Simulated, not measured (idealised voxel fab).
Process module heading - voxel self aligned contacts
Cross-section cut spans 215 nm and uses square cells 5 nm in size.
Square cells in a grid make up a cross-section in this document, and the grid is given as bands, listed from the top down, each one or more rows of cells. Look at the band entry: it leads with the top's height and the bottom's height in nm. Then it lists the materials left to right, with a width in nm for each. The word "full width" on a single material says that material fills the band edge to edge. The word "blank" is empty space. Below 0: as-received wafer, all one material; heights counted from there. Lowest band: no bottom, goes on down, written "0 down". So if you see something like "30->40" for the width, read it as the top row of the band sitting at the first number and the bottom row at the second, with every row in between moving by the same amount as the last. Any step labelled "remained the same" changed none of the cells in the cross-section. So "Enclosed internal cavities" is basically the list of trapped voids: any empty space of 8 cells or more that can't reach the top through an opening. They're written width x height at distance, the distance being from the left edge, and it's all nm. Whatever follows a step's settings on its line is a remark the simulator itself makes about that step. Steps that use a mask can have "overlay nm" on their line. It says how far the mask sat to the right of where it was meant to be. Negative means to the left. So the way this works: pairs, before and after one process step. The after picture only goes down to the lowest band that actually changed, nothing below. Step and its settings are under each pair. And watch out, pairs might come from different runs of this module, same starting wafer though, so a pair only follows on from the one above if its "Status quo ante" entry tells you so.
-- Status quo ante
	70 to 65 = 50 TiN, then 40 blank, then 30 TiN, then 40 blank, then 55 TiN
	65 to 60 = 45 SiO2, then 20 TiN, then 10 blank, then 20 TiN, then 20 SiO2, then 20 TiN, then 10 blank, then 20 TiN, then 50 SiO2
	60 to 40 = 10 SiO2, then 50 SiN, then 5 TiN, then 10 blank, then 5 TiN, then 50 SiN, then 5 TiN, then 10 blank, then 5 TiN, then 50 SiN, then 15 SiO2
	40 to 35 = 10 SiO2, then 50 SiN, then 20 TiN, then 50 SiN, then 20 TiN, then 50 SiN, then 15 SiO2
	35 to 5 = W full width
	5 to 0 = SiO2 full width
	0 down = Si full width
	Enclosed internal cavities: none
-- As Processed
	80 to 70 = W full width
	70 to 65 = 50 TiN, then 40 W, then 30 TiN, then 40 W, then 55 TiN
	65 to 60 = 45 SiO2, then 20 TiN, then 10 W, then 20 TiN, then 20 SiO2, then 20 TiN, then 10 W, then 20 TiN, then 50 SiO2
	60 to 40 = 10 SiO2, then 50 SiN, then 5 TiN, then 10 W, then 5 TiN, then 50 SiN, then 5 TiN, then 10 W, then 5 TiN, then 50 SiN, then 15 SiO2
	Below 40 it's all the same as before, nothing changed down there.
	Enclosed internal cavities: none
What process step lies between the two cross-sections above? FILL_DEP,material W,thk nm 10
Status quo ante: we pick up right where the pair above leaves off, with its after cross-section.
-- As Processed
	65 to 60 = 45 SiO2, then 20 TiN, then 10 W, then 20 TiN, then 20 SiO2, then 20 TiN, then 10 W, then 20 TiN, then 50 SiO2
	Below 60 it's all the same as before, nothing changed down there.
	Enclosed internal cavities: none
What process step lies between the two cross-sections above? CMP,height nm 65
Status quo ante: we pick up right where the pair above leaves off, with its after cross-section.
-- As Processed
	70 to 65 = SiN full width
	Below 65 it's all the same as before, nothing changed down there.
	Enclosed internal cavities: none
What process step lies between the two cross-sections above? CONFORMAL_DEP,material SiN,thk nm 5
-- Status quo ante
	80 to 65 = aC full width
	65 to 60 = SiO2 full width
	60 to 35 = 10 SiO2, then 50 SiN, then 20 SiO2, then 50 SiN, then 20 SiO2, then 50 SiN, then 15 SiO2
	35 to 5 = 10 SiO2, then 10 SiN, then 30 polySi, then 10 SiN, then 20 SiO2, then 10 SiN, then 30 polySi, then 10 SiN, then 20 SiO2, then 10 SiN, then 30 polySi, then 10 SiN, then 15 SiO2
	5 to 0 = SiO2 full width
	0 down = Si full width
	Enclosed internal cavities: none
-- As Processed
	115 to 80 = 45 blank, then 50 resist, then 20 blank, then 50 resist, then 50 blank
	Below 80 it's all the same as before, nothing changed down there.
	Enclosed internal cavities: none
What process step lies between the two cross-sections above? PATTERN,tone cover,mask id CONTACT,material resist,width nm 50,pitch nm 70,thk nm 35,overlay nm 0
Status quo ante: we pick up right where the pair above leaves off, with its after cross-section.
-- As Processed
	100 to 80 = 45 blank, then 50 resist, then 20 blank, then 50 resist, then 50 blank
	80 to 65 = 45 blank, then 50 aC, then 20 blank, then 50 aC, then 50 blank
	Below 65 it's all the same as before, nothing changed down there.
	Enclosed internal cavities: none
What process step lies between the two cross-sections above? DIRECTIONAL_ETCH,etch materials aC,depth nm 15
Status quo ante: we pick up right where the pair above leaves off, with its after cross-section.
-- As Processed
	80 to 65 = 45 blank, then 50 aC, then 20 blank, then 50 aC, then 50 blank
	Below 65 it's all the same as before, nothing changed down there.
	Enclosed internal cavities: none
What process step lies between the two cross-sections above? STRIP,etch materials resist
Status quo ante: we pick up right where the pair above leaves off, with its after cross-section.
-- As Processed
	80 to 65 = 45 blank, then 50 aC, then 20 blank, then 50 aC, then 50 blank
	65 to 60 = 45 blank, then 50 SiO2, then 20 blank, then 50 SiO2, then 50 blank
	60 to 35 = 10 blank, then 50 SiN, then 20 SiO2, then 50 SiN, then 20 SiO2, then 50 SiN, then 15 blank
	35 to 5 = 10 blank, then 10 SiN, then 30 polySi, then 10 SiN, then 20 SiO2, then 10 SiN, then 30 polySi, then 10 SiN, then 20 SiO2, then 10 SiN, then 30 polySi, then 10 SiN, then 15 blank
	5 to 0 = 10 blank, then 190 SiO2, then 15 blank
	Below 0 it's all the same as before, nothing changed down there.
	Enclosed internal cavities: none
What process step lies between the two cross-sections above? DIRECTIONAL_ETCH,etch materials SiO2,depth nm 65
Status quo ante: we pick up right where the pair above leaves off, with its after cross-section.
-- As Processed
	65 to 60 = 45 blank, then 50 SiO2, then 20 blank, then 50 SiO2, then 50 blank
	Below 60 it's all the same as before, nothing changed down there.
	Enclosed internal cavities: none
What process step lies between the two cross-sections above? STRIP,etch materials aC
Status quo ante: we pick up right where the pair above leaves off, with its after cross-section.
-- As Processed
	70 to 65 = 40 blank, then 60 TiN, then 10 blank, then 60 TiN, then 45 blank
	65 to 60 = 5 blank, then 40 TiN, then 50 SiO2, then 20 TiN, then 50 SiO2, then 40 TiN, then 10 blank
	60 to 35 = 5 blank, then 5 TiN, then 50 SiN, then 20 SiO2, then 50 SiN, then 20 SiO2, then 50 SiN, then 5 TiN, then 10 blank
	35 to 5 = 5 blank, then 5 TiN, then 10 SiN, then 30 polySi, then 10 SiN, then 20 SiO2, then 10 SiN, then 30 polySi, then 10 SiN, then 20 SiO2, then 10 SiN, then 30 polySi, then 10 SiN, then 5 TiN, then 10 blank
	5 to 0 = 10 TiN, then 190 SiO2, then 15 TiN
	Below 0 it's all the same as before, nothing changed down there.
	Enclosed internal cavities: none
What process step lies between the two cross-sections above? CONFORMAL_DEP,material TiN,thk nm 5
Status quo ante: we pick up right where the pair above leaves off, with its after cross-section.
-- As Processed
	80 to 70 = W full width
	70 to 65 = 40 W, then 60 TiN, then 10 W, then 60 TiN, then 45 W
	65 to 60 = 5 W, then 40 TiN, then 50 SiO2, then 20 TiN, then 50 SiO2, then 40 TiN, then 10 W
	60 to 35 = 5 W, then 5 TiN, then 50 SiN, then 20 SiO2, then 50 SiN, then 20 SiO2, then 50 SiN, then 5 TiN, then 10 W
	35 to 5 = 5 W, then 5 TiN, then 10 SiN, then 30 polySi, then 10 SiN, then 20 SiO2, then 10 SiN, then 30 polySi, then 10 SiN, then 20 SiO2, then 10 SiN, then 30 polySi, then 10 SiN, then 5 TiN, then 10 W
	Below 5 it's all the same as before, nothing changed down there.
	Enclosed internal cavities: none
What process step lies between the two cross-sections above? FILL_DEP,material W,thk nm 10
Status quo ante: we pick up right where the pair above leaves off, with its after cross-section.
-- As Processed
	65 to 60 = 5 W, then 40 TiN, then 50 SiO2, then 20 TiN, then 50 SiO2, then 40 TiN, then 10 W
	Below 60 it's all the same as before, nothing changed down there.
	Enclosed internal cavities: none
What process step lies between the two cross-sections above? CMP,height nm 65
Status quo ante: we pick up right where the pair above leaves off, with its after cross-section.
-- As Processed
	70 to 65 = SiN full width
	Below 65 it's all the same as before, nothing changed down there.
	Enclosed internal cavities: none
What process step lies between the two cross-sections above? CONFORMAL_DEP,material SiN,thk nm 5
